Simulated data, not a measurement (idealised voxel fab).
Documented hereafter: the process module known as voxel capacitor over wiring.
The figure presents cross-section cut, which has a width of 265 nm and is divided into square cells with an edge length of 5 nm.
Bands, listed from the top down, are how a cross-section gets written in this document; the cross-section itself is a grid of square cells, and a band is one or more rows of them. What a band's entry tells you: where the top is and where the bottom is, as heights in nm, and after that what lies inside, material by material from left to right, each with its width in nm. Empty space is written as the word "empty", and a single material marked with the word "throughout" occupies the band from edge to edge. A quick word on heights: they are counted from 0, and under that level the wafer as it came to us is one material throughout. The lowest band is different from the rest in having no bottom; it simply continues downward, written as in "0 -> down". So if you see something like "30..40" for the width, read it as the top row of the band sitting at the first number and the bottom row at the second, with every row in between moving by the same amount as the last. "same as before" means the step left every cell of the cross-section as it was. Closed-off voids of 8+ cells (no open route to the top) go in "Completely sealed voids", written width x height at distance from the left edge, in nm. On a step's line, text after the settings is the simulator commenting on that step. The "overlay nm" setting may appear on a step's line; for a step that uses a mask, it gives how far to the right of its planned position the mask lay, and a negative value indicates the left.

**The steps planned for the process are as follows**
1) RECEIVE: material Si
2) CONFORMAL_DEP: material SiO2, thk nm 10
3) CONFORMAL_DEP: material SiN, thk nm 5
4) DIRECTIONAL_DEP: material lowk, thk nm 15
5) DIRECTIONAL_DEP: material aC, thk nm 10
6) PATTERN: tone open, mask id METAL_1, material resist, width nm 30, pitch nm 100, thk nm 25, overlay nm 0
7) DIRECTIONAL_ETCH: etch materials aC, depth nm 10
8) STRIP: etch materials resist
9) DIRECTIONAL_ETCH: etch materials lowk, depth nm 15
10) DIRECTIONAL_ETCH: etch materials SiN, depth nm 5
11) STRIP: etch materials aC
12) CONFORMAL_DEP: material TiN, thk nm 5
13) FILL_DEP: material Cu, thk nm 10
14) CMP: height nm 30
15) EPI: material Ru, thk nm 5
16) FILL_DEP: material SiCN, thk nm 5
17) DIRECTIONAL_DEP: material lowk, thk nm 20
18) MASKED_ETCH: tone open, mask id PLUG_1, width nm 15, etch materials lowk, depth nm 20, overlay nm 0
19) MASKED_ETCH: tone open, mask id PLUG_1, width nm 15, etch materials SiCN, depth nm 5, overlay nm 0
20) EPI: material Ru, thk nm 10
21) EPI: material Ru, thk nm 10
22) EPI: material Ru, thk nm 5
23) DIRECTIONAL_DEP: material TiN, thk nm 10
24) DIRECTIONAL_DEP: material Al2O3, thk nm 5
25) DIRECTIONAL_DEP: material TiN, thk nm 5
26) PATTERN: tone cover, mask id UPPER_PLATE, material resist, width nm 75, thk nm 15, overlay nm 0
27) DIRECTIONAL_ETCH: etch materials TiN, depth nm 5
28) DIRECTIONAL_ETCH: etch materials Al2O3, depth nm 5
29) STRIP: etch materials resist
30) MASKED_ETCH: tone cover, mask id LOWER_PLATE, width nm 85, etch materials TiN, depth nm 10, overlay nm 0
31) FILL_DEP: material SiO2, thk nm 15
32) CMP: height nm 90
33) DIRECTIONAL_DEP: material aC, thk nm 15
34) PATTERN: tone open, mask id PLUG_2, material resist, width nm 15, thk nm 35, overlay nm -15
35) DIRECTIONAL_ETCH: etch materials aC, depth nm 15
36) STRIP: etch materials resist
37) DIRECTIONAL_ETCH: etch materials SiO2, depth nm 10
38) STRIP: etch materials aC
39) CONFORMAL_DEP: material TiN, thk nm 5
40) FILL_DEP: material Ru, thk nm 10
41) CMP: height nm 90
42) CONFORMAL_DEP: material SiCN, thk nm 5
Across this set of wafers, the varied parameter is the overlay nm of step 34. Starting conditions are identical for every wafer, and the plan reports the value assigned to the first wafer.

**Sectional view: first of several wafers, as received, after step 1**
    0 -> down | Si throughout
    Completely sealed voids: none

**The table below has one row for each wafer; a row shows, as of the end of the module, how many cells of each material the wafer has gained, marked (+), or lost, marked (-), since it was received, and then the wafer's closed voids**
overlay nm -15, +15 Al2O3, +24 Cu, +32 Ru, +140 SiCN, +41 SiN, +354 SiO2, +78 TiN, +323 lowk, Completely sealed voids: none
overlay nm -10, +15 Al2O3, +24 Cu, +32 Ru, +140 SiCN, +41 SiN, +354 SiO2, +78 TiN, +323 lowk, Completely sealed voids: none
overlay nm -5, +15 Al2O3, +24 Cu, +32 Ru, +140 SiCN, +41 SiN, +354 SiO2, +78 TiN, +323 lowk, Completely sealed voids: none
overlay nm 0, +15 Al2O3, +24 Cu, +32 Ru, +140 SiCN, +41 SiN, +354 SiO2, +78 TiN, +323 lowk, Completely sealed voids: none
overlay nm 5, +15 Al2O3, +24 Cu, +32 Ru, +140 SiCN, +41 SiN, +354 SiO2, +78 TiN, +323 lowk, Completely sealed voids: none
overlay nm 10, +15 Al2O3, +24 Cu, +32 Ru, +140 SiCN, +41 SiN, +354 SiO2, +78 TiN, +323 lowk, Completely sealed voids: none
overlay nm 15, +15 Al2O3, +24 Cu, +32 Ru, +140 SiCN, +41 SiN, +354 SiO2, +78 TiN, +323 lowk, Completely sealed voids: none
